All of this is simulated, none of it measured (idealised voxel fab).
Proc. module: voxel gate over fins
The cross-section on display is named cut; it measures 300 nm wide, and its cells are 5 nm squares.
Each cross-section below is a grid of square cells, stated as bands in top-down order, with one or more rows of cells making up each band. Each band's line starts with the height of the band's top and of its bottom, in nm. Then come its materials from left to right, each with its width in nm. One material with "all across" fills the band from edge to edge. "empty" is empty space. Below 0: as-received wafer, all one material; heights counted from there. Lowest band: no bottom, goes on down, written "from 0 down". Top row gets the first number, bottom row gets the second, and each row in between changes by the same step: that is how a band width like "30..40" works. Take "nothing altered" at face value: in the step it is given for, the cross-section changed in none of its cells. For the entry "Voids, fully enclosed", the listed items are empty spaces with no open way to the top whose size is 8 cells or more; each item follows the pattern width x height at distance, where distance is from the left edge and all three are in nm. Text after the settings on a step's line: the simulator's own remark on that step. The optional step-line setting "overlay nm" applies to steps with a mask and quantifies how far to the right of its planned location the mask lay, a negative value indicating leftward placement.

Here's what the planned process steps look like:
- 1: RECEIVE with material Si
- 2: CONFORMAL_DEP with material SiN, thk nm 10
- 3: DIRECTIONAL_DEP with material aC, thk nm 15
- 4: PATTERN with tone cover, mask id FINS, material resist, width nm 15, pitch nm 40, thk nm 35, overlay nm 0
- 5: DIRECTIONAL_ETCH with etch materials aC, depth nm 15
- 6: STRIP with etch materials resist
- 7: DIRECTIONAL_ETCH with etch materials SiN, depth nm 10
- 8: DIRECTIONAL_ETCH with etch materials Si, depth nm 30
- 9: STRIP with etch materials aC
- 10: OXIDIZE with depth nm 5
- 11: FILL_DEP with material SiO2, thk nm 5
- 12: CMP with height nm 10
- 13: SELECTIVE_ETCH with etch materials SiO2, depth nm 25
- 14: STRIP with etch materials SiN
- 15: CONFORMAL_DEP with material HfO2, thk nm 5
- 16: CONFORMAL_DEP with material TiN, thk nm 5
- 17: FILL_DEP with material W, thk nm 15
- 18: CMP with height nm 20
- 19: CONFORMAL_DEP with material SiCN, thk nm 10

First of two wafers: run as planned:

Wafer at receipt (post step 1), cross-section:
> from 0 down = Si all across
> Voids, fully enclosed: none

Presented here is a cross-section of the wafer after step 2 has been performed:
> from 10 to 0 = SiN all across
> Nothing below the height 0 has changed.

Presented here is a cross-section of the wafer after step 3 has been performed:
> from 25 to 10 = aC all across
> Nothing below the height 10 has changed.

Presented here is a cross-section of the wafer after step 4 has been performed:
> from 60 to 25 = 100 of empty  15 of resist  25 of empty  15 of resist  25 of empty  15 of resist  105 of empty
> Nothing below the height 25 has changed.

Presented here is a cross-section of the wafer after step 5 has been performed:
> from 45 to 25 = 100 of empty  15 of resist  25 of empty  15 of resist  25 of empty  15 of resist  105 of empty
> from 25 to 10 = 100 of empty  15 of aC  25 of empty  15 of aC  25 of empty  15 of aC  105 of empty
> Nothing below the height 10 has changed.

Presented here is a cross-section of the wafer after step 6 has been performed:
> from 25 to 10 = 100 of empty  15 of aC  25 of empty  15 of aC  25 of empty  15 of aC  105 of empty
> Nothing below the height 10 has changed.

Presented here is a cross-section of the wafer after step 7 has been performed:
> from 25 to 10 = 100 of empty  15 of aC  25 of empty  15 of aC  25 of empty  15 of aC  105 of empty
> from 10 to 0 = 100 of empty  15 of SiN  25 of empty  15 of SiN  25 of empty  15 of SiN  105 of empty
> Nothing below the height 0 has changed.

Presented here is a cross-section of the wafer after step 8 has been performed:
> from 25 to 10 = 100 of empty  15 of aC  25 of empty  15 of aC  25 of empty  15 of aC  105 of empty
> from 10 to 0 = 100 of empty  15 of SiN  25 of empty  15 of SiN  25 of empty  15 of SiN  105 of empty
> from 0 to -30 = 100 of empty  15 of Si  25 of empty  15 of Si  25 of empty  15 of Si  105 of empty
> Nothing below the height -30 has changed.

Presented here is a cross-section of the wafer after step 9 has been performed:
> from 10 to 0 = 100 of empty  15 of SiN  25 of empty  15 of SiN  25 of empty  15 of SiN  105 of empty
> Nothing below the height 0 has changed.

Presented here is a cross-section of the wafer after step 10 has been performed:
> from 10 to 0 = 100 of empty  15 of SiN  25 of empty  15 of SiN  25 of empty  15 of SiN  105 of empty
> from 0 to -30 = 100 of empty  5 of SiO2  5 of Si  5 of SiO2  25 of empty  5 of SiO2  5 of Si  5 of SiO2  25 of empty  5 of SiO2  5 of Si  5 of SiO2  105 of empty
> from -30 to -35 = 105 of SiO2  5 of Si  35 of SiO2  5 of Si  35 of SiO2  5 of Si  110 of SiO2
> Nothing below the height -35 has changed.

Presented here is a cross-section of the wafer after step 11 has been performed:
> from 15 to 10 = SiO2 all across
> from 10 to 0 = 100 of SiO2  15 of SiN  25 of SiO2  15 of SiN  25 of SiO2  15 of SiN  105 of SiO2
> from 0 to -35 = 105 of SiO2  5 of Si  35 of SiO2  5 of Si  35 of SiO2  5 of Si  110 of SiO2
> Nothing below the height -35 has changed.

Presented here is a cross-section of the wafer after step 12 has been performed:
> from 10 to 0 = 100 of SiO2  15 of SiN  25 of SiO2  15 of SiN  25 of SiO2  15 of SiN  105 of SiO2
> Nothing below the height 0 has changed.

Presented here is a cross-section of the wafer after step 13 has been performed:
> from 10 to 0 = 100 of empty  15 of SiN  25 of empty  15 of SiN  25 of empty  15 of SiN  105 of empty
> from 0 to -15 = 105 of empty  5 of Si  35 of empty  5 of Si  35 of empty  5 of Si  110 of empty
> Nothing below the height -15 has changed.

Presented here is a cross-section of the wafer after step 14 has been performed:
> from 0 to -15 = 105 of empty  5 of Si  35 of empty  5 of Si  35 of empty  5 of Si  110 of empty
> Nothing below the height -15 has changed.

Presented here is a cross-section of the wafer after step 15 has been performed:
> from 5 to 0 = 100 of empty  15 of HfO2  25 of empty  15 of HfO2  25 of empty  15 of HfO2  105 of empty
> from 0 to -10 = 100 of empty  5 of HfO2  5 of Si  5 of HfO2  25 of empty  5 of HfO2  5 of Si  5 of HfO2  25 of empty  5 of HfO2  5 of Si  5 of HfO2  105 of empty
> from -10 to -15 = 105 of HfO2  5 of Si  35 of HfO2  5 of Si  35 of HfO2  5 of Si  110 of HfO2
> Nothing below the height -15 has changed.

Presented here is a cross-section of the wafer after step 16 has been performed:
> from 10 to 5 = 95 of empty  25 of TiN  15 of empty  25 of TiN  15 of empty  25 of TiN  100 of empty
> from 5 to 0 = 95 of empty  5 of TiN  15 of HfO2  5 of TiN  15 of empty  5 of TiN  15 of HfO2  5 of TiN  15 of empty  5 of TiN  15 of HfO2  5 of TiN  100 of empty
> from 0 to -5 = 95 of empty  5 of TiN  5 of HfO2  5 of Si  5 of HfO2  5 of TiN  15 of empty  5 of TiN  5 of HfO2  5 of Si  5 of HfO2  5 of TiN  15 of empty  5 of TiN  5 of HfO2  5 of Si  5 of HfO2  5 of TiN  100 of empty
> from -5 to -10 = 100 of TiN  5 of HfO2  5 of Si  5 of HfO2  25 of TiN  5 of HfO2  5 of Si  5 of HfO2  25 of TiN  5 of HfO2  5 of Si  5 of HfO2  105 of TiN
> Nothing below the height -10 has changed.

Presented here is a cross-section of the wafer after step 17 has been performed:
> from 25 to 10 = W all across
> from 10 to 5 = 95 of W  25 of TiN  15 of W  25 of TiN  15 of W  25 of TiN  100 of W
> from 5 to 0 = 95 of W  5 of TiN  15 of HfO2  5 of TiN  15 of W  5 of TiN  15 of HfO2  5 of TiN  15 of W  5 of TiN  15 of HfO2  5 of TiN  100 of W
> from 0 to -5 = 95 of W  5 of TiN  5 of HfO2  5 of Si  5 of HfO2  5 of TiN  15 of W  5 of TiN  5 of HfO2  5 of Si  5 of HfO2  5 of TiN  15 of W  5 of TiN  5 of HfO2  5 of Si  5 of HfO2  5 of TiN  100 of W
> Nothing below the height -5 has changed.

Presented here is a cross-section of the wafer after step 18 has been performed:
> from 20 to 10 = W all across
> Nothing below the height 10 has changed.

Presented here is a cross-section of the wafer after step 19 has been performed:
> from 30 to 20 = SiCN all across
> Nothing below the height 20 has changed.

It is to be noted that the second wafer proceeded from the same initial state and according to the same plan as the first, although one mistake was committed in its execution; through step 10, inclusive, the two wafers share an identical history:

Second wafer at the planned finish of step 11, seen in cross-section:
> from 15 to 10 = TiN all across
> from 10 to 0 = 100 of TiN  15 of SiN  25 of TiN  15 of SiN  25 of TiN  15 of SiN  105 of TiN
> from 0 to -30 = 100 of TiN  5 of SiO2  5 of Si  5 of SiO2  25 of TiN  5 of SiO2  5 of Si  5 of SiO2  25 of TiN  5 of SiO2  5 of Si  5 of SiO2  105 of TiN
> Nothing below the height -30 has changed.

Second wafer at the planned finish of step 12, seen in cross-section:
> from 10 to 0 = 100 of TiN  15 of SiN  25 of TiN  15 of SiN  25 of TiN  15 of SiN  105 of TiN
> Nothing below the height 0 has changed.

Second wafer at the planned finish of step 13, seen in cross-section: nothing altered

Second wafer at the planned finish of step 14, seen in cross-section:
> from 10 to 0 = 100 of TiN  15 of empty  25 of TiN  15 of empty  25 of TiN  15 of empty  105 of TiN
> Nothing below the height 0 has changed.

Second wafer at the planned finish of step 15, seen in cross-section:
> from 15 to 10 = 105 of HfO2  5 of empty  35 of HfO2  5 of empty  35 of HfO2  5 of empty  110 of HfO2
> from 10 to 5 = 100 of TiN  5 of HfO2  5 of empty  5 of HfO2  25 of TiN  5 of HfO2  5 of empty  5 of HfO2  25 of TiN  5 of HfO2  5 of empty  5 of HfO2  105 of TiN
> from 5 to 0 = 100 of TiN  15 of HfO2  25 of TiN  15 of HfO2  25 of TiN  15 of HfO2  105 of TiN
> Nothing below the height 0 has changed.

Second wafer at the planned finish of step 16, seen in cross-section:
> from 20 to 15 = TiN all across
> from 15 to 10 = 105 of HfO2  5 of TiN  35 of HfO2  5 of TiN  35 of HfO2  5 of TiN  110 of HfO2
> from 10 to 5 = 100 of TiN  5 of HfO2  5 of TiN  5 of HfO2  25 of TiN  5 of HfO2  5 of TiN  5 of HfO2  25 of TiN  5 of HfO2  5 of TiN  5 of HfO2  105 of TiN
> Nothing below the height 5 has changed.

Second wafer at the planned finish of step 17, seen in cross-section:
> from 35 to 20 = W all across
> Nothing below the height 20 has changed.

Second wafer at the planned finish of step 18, seen in cross-section:
> from 20 to 15 = TiN all across
> Nothing below the height 15 has changed.

Second wafer at the planned finish of step 19, seen in cross-section:
> from 30 to 20 = SiCN all across
> Nothing below the height 20 has changed.
The plan and the run diverged here: step 11 ran with different settings than intended, the actual operation and settings being FILL_DEP with material TiN, thk nm 5
Counted in cells at the end, the second wafer holds more or fewer of these materials than the first: HfO2 -6 | SiO2 -135 | TiN +396 | W -255
